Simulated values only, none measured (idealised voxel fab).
The following is a process module called voxel wiring stack.
In the cross-section labelled cut, the width is 255 nm and each square cell is 5 nm.
Heads up, the way a cross-section reads in here is a grid of square cells, handed over as bands from the top down, with every band being one or more rows of cells. First you get the band's top height and its bottom height, in nm, and then the materials it's made of, left to right, with each width in nm. If you see a single material with "throughout", that one covers the band edge to edge. "blank" is empty space. Height reference: 0 = level under which incoming wafer is all one material. Lowest band: no bottom, runs on downward, e.g. "z 0 and below". You'd read "30->40" like this: the band's top row of cells is as wide as the first number, its bottom row is as wide as the second, and going down, every row changes width by the same amount as the row before did. "remained unchanged" for a step: no cell of the cross-section changed in that step. The list in "Closed internal cavities" covers empty spaces of 8 cells or more that cannot reach the top through any open way, and it gives each as width x height at distance; the distance is from the left edge, and width, height and distance are in nm. Note: text after step settings on the step line = simulator remark on that step. If you see "overlay nm" on a step's line and that step has a mask, it's telling you how far right of where it was planned the mask ended up; a negative number means it went left instead.

[Here's what the planned process steps look like]
| 1 | op RECEIVE | material Si |
| 2 | op CONFORMAL_DEP | material SiO2 | thk nm 15 |
| 3 | op CONFORMAL_DEP | material SiN | thk nm 5 |
| 4 | op DIRECTIONAL_DEP | material SiO2 | thk nm 15 |
| 5 | op DIRECTIONAL_DEP | material aC | thk nm 15 |
| 6 | op PATTERN | tone open | mask id METAL_1 | material resist | width nm 20 | pitch nm 35 | thk nm 35 | overlay nm 0 |
| 7 | op DIRECTIONAL_ETCH | etch materials aC | depth nm 15 |
| 8 | op STRIP | etch materials resist |
| 9 | op DIRECTIONAL_ETCH | etch materials SiO2 | depth nm 15 |
| 10 | op DIRECTIONAL_ETCH | etch materials SiN | depth nm 5 |
| 11 | op STRIP | etch materials aC |
| 12 | op CONFORMAL_DEP | material TiN | thk nm 5 |
| 13 | op FILL_DEP | material W | thk nm 10 |
| 14 | op CMP | height nm 35 |
| 15 | op CONFORMAL_DEP | material SiCN | thk nm 5 |
| 16 | op DIRECTIONAL_DEP | material SiO2 | thk nm 15 |
| 17 | op PATTERN | tone open | mask id PLUG_1 | material resist | width nm 15 | pitch nm 70 | thk nm 20 | overlay nm 0 |
| 18 | op DIRECTIONAL_ETCH | etch materials SiO2 | depth nm 15 |
| 19 | op DIRECTIONAL_ETCH | etch materials SiCN | depth nm 5 |
| 20 | op STRIP | etch materials resist |
| 21 | op CONFORMAL_DEP | material TiN | thk nm 5 |
| 22 | op FILL_DEP | material Ru | thk nm 10 |
| 23 | op CMP | height nm 55 |
| 24 | op DIRECTIONAL_DEP | material TiN | thk nm 5 |
| 25 | op DIRECTIONAL_DEP | material Ru | thk nm 15 |
| 26 | op MASKED_ETCH | tone cover | mask id METAL_2 | width nm 20 | pitch nm 35 | etch materials Ru | depth nm 15 | overlay nm 0 |
| 27 | op MASKED_ETCH | tone cover | mask id METAL_2 | width nm 20 | pitch nm 35 | etch materials TiN | depth nm 5 | overlay nm 0 |
| 28 | op FILL_DEP | material SiO2 | thk nm 5 |
| 29 | op CMP | height nm 75 |
| 30 | op CONFORMAL_DEP | material SiCN | thk nm 5 |
| 31 | op DIRECTIONAL_DEP | material SiO2 | thk nm 30 |
| 32 | op DIRECTIONAL_DEP | material aC | thk nm 10 |
| 33 | op PATTERN | tone open | mask id METAL_3 | material resist | width nm 20 | pitch nm 35 | thk nm 30 | overlay nm 0 |
| 34 | op DIRECTIONAL_ETCH | etch materials aC | depth nm 10 |
| 35 | op STRIP | etch materials resist |
| 36 | op DIRECTIONAL_ETCH | etch materials SiO2 | depth nm 20 |
| 37 | op STRIP | etch materials aC |
| 38 | op PATTERN | tone open | mask id METAL_3_HOLES | material resist | width nm 15 | pitch nm 70 | thk nm 20 | overlay nm 0 |
| 39 | op DIRECTIONAL_ETCH | etch materials SiO2 | depth nm 10 |
| 40 | op DIRECTIONAL_ETCH | etch materials SiCN | depth nm 5 |
| 41 | op STRIP | etch materials resist |
| 42 | op CONFORMAL_DEP | material TiN | thk nm 5 |
| 43 | op FILL_DEP | material Cu | thk nm 5 |
| 44 | op CMP | height nm 110 |
| 45 | op CONFORMAL_DEP | material SiN | thk nm 5 |

[Cross-section of the wafer at receipt, which is the condition after step 1]
	z 0 and below: Si throughout
	Closed internal cavities: none

[a wafer at the end: this start, this plan, one mistake]
	z 115 to 110: SiN throughout
	z 110 to 95: SiO2 (65)  TiN (5)  Cu (10)  TiN (5)  SiO2 (15)  TiN (5)  Cu (10)  TiN (5)  SiO2 (15)  TiN (5)  Cu (10)  TiN (5)  SiO2 (15)  TiN (5)  Cu (10)  TiN (5)  SiO2 (65)
	z 95 to 90: SiO2 (65)  TiN (5)  Cu (5)  TiN (10)  SiO2 (15)  TiN (20)  SiO2 (15)  TiN (5)  Cu (5)  TiN (10)  SiO2 (15)  TiN (20)  SiO2 (65)
	z 90 to 80: SiO2 (65)  TiN (5)  Cu (5)  TiN (5)  SiO2 (55)  TiN (5)  Cu (5)  TiN (5)  SiO2 (105)
	z 80 to 75: SiCN (65)  TiN (15)  SiCN (55)  TiN (15)  SiCN (105)
	z 75 to 60: SiO2 (65)  Ru (20)  SiO2 (15)  Ru (20)  SiO2 (15)  Ru (20)  SiO2 (15)  Ru (20)  SiO2 (65)
	z 60 to 55: SiO2 (65)  TiN (20)  SiO2 (15)  TiN (20)  SiO2 (15)  TiN (20)  SiO2 (15)  TiN (20)  SiO2 (65)
	z 55 to 40: SiO2 (65)  TiN (5)  Ru (5)  TiN (5)  SiO2 (55)  TiN (5)  Ru (5)  TiN (5)  SiO2 (105)
	z 40 to 35: SiCN (65)  TiN (15)  SiCN (55)  TiN (15)  SiCN (105)
	z 35 to 25: SiO2 (65)  TiN (5)  W (10)  TiN (5)  SiO2 (15)  TiN (5)  W (10)  TiN (5)  SiO2 (15)  TiN (5)  W (10)  TiN (5)  SiO2 (15)  TiN (5)  W (10)  TiN (5)  SiO2 (65)
	z 25 to 20: SiO2 (65)  TiN (20)  SiO2 (15)  TiN (20)  SiO2 (15)  TiN (20)  SiO2 (15)  TiN (20)  SiO2 (65)
	z 20 to 5: SiO2 throughout
	z 5 to 0: SiN throughout
	z 0 and below: Si throughout
	Closed internal cavities: none
Which mistake was made when the wafer was run? a sequencing error occurred in which plan steps 2 and 3 were transposed
